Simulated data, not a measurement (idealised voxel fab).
A process module follows: voxel local oxidation.
Pictured: cross-section cut, 170 nm wide, on a grid of 5 nm square cells.
The cross-sections in this document take the form of a grid made of square cells. They are written out as bands, in order from top to bottom. Each band consists of one or more rows of cells. A band entry consists of two parts. The first gives the height of the band's top and the height of its bottom, in nm. The rest lists the band's materials from left to right, each with its width in nm. A single material labelled with the word "edge to edge" fills the band from edge to edge, and the word "air" marks empty space. Heights are expressed relative to 0, this being the level below which the as-received wafer comprises one material exclusively. The lowest band is unbounded in the downward direction and is denoted as in "0 and below". Width: "30->40" (first number = top row, second number = bottom row, same change from row to row of cells). Key: "nothing got changed" - step with no changed cell in the cross-section. "Enclosed void listing" enumerates empty spaces isolated from the top, with no open way to it, that contain at least 8 cells, giving each as width x height at distance from the left edge, all three in nm. The remark found on a step's line after its settings is issued by the simulator itself and pertains to that step. "overlay nm" answers the question of how far to the right of plan the mask lay on a step that has a mask, and when it is negative the answer is to the left.

These are the steps we planned for the process:
1) RECEIVE: material Si
2) OXIDIZE: depth nm 5
3) CONFORMAL_DEP: material SiN, thk nm 10
4) MASKED_ETCH: tone cover, mask id ACTIVE, width nm 100, etch materials SiN, depth nm 10, overlay nm 0
5) SELECTIVE_ETCH: etch materials SiO2, depth nm 5
6) OXIDIZE: depth nm 10
7) STRIP: etch materials SiN

Account of the first of two wafers, which was processed as intended:

Incoming wafer, cross-sectional view, post step 1:
  0 and below = Si edge to edge
  Enclosed void listing: none

After step 2, in cross-section:
  0 down to -5 = SiO2 edge to edge
  Below -5 it's all the same as before, nothing changed down there.

After step 3, in cross-section:
  10 down to 0 = SiN edge to edge
  Below 0 it's all the same as before, nothing changed down there.

After step 4, in cross-section:
  10 down to 0 = air=35 | SiN=100 | air=35
  Below 0 it's all the same as before, nothing changed down there.

After step 5, in cross-section:
  10 down to 0 = air=35 | SiN=100 | air=35
  0 down to -5 = air=40 | SiO2=90 | air=40
  Below -5 it's all the same as before, nothing changed down there.

After step 6, in cross-section:
  10 down to 0 = air=35 | SiN=100 | air=35
  0 down to -5 = air=40 | SiO2=90 | air=40
  -5 down to -15 = SiO2=50 | Si=70 | SiO2=50
  Below -15 it's all the same as before, nothing changed down there.

After step 7, in cross-section:
  0 down to -5 = air=40 | SiO2=90 | air=40
  Below -5 it's all the same as before, nothing changed down there.

The Second Wafer: Common Origin and Plan, One Mistake in Execution, Identical to the First Through Step 2:

Cross-section of the second wafer at the time step 3 of the plan should have ended:
  10 down to -5 = SiO2 edge to edge
  Below -5 it's all the same as before, nothing changed down there.

Cross-section of the second wafer at the time step 4 of the plan should have ended: nothing got changed

Cross-section of the second wafer at the time step 5 of the plan should have ended:
  5 down to -5 = SiO2 edge to edge
  Below -5 it's all the same as before, nothing changed down there.

Cross-section of the second wafer at the time step 6 of the plan should have ended: nothing got changed

Cross-section of the second wafer at the time step 7 of the plan should have ended: nothing got changed
Short version of what went wrong: step 3, actual vs plan mismatch, actual run CONFORMAL_DEP: material SiO2, thk nm 10
Per the end-of-run cell counts, the second wafer holds more or fewer of some materials than the first: 40 more of Si | 10 more of SiO2
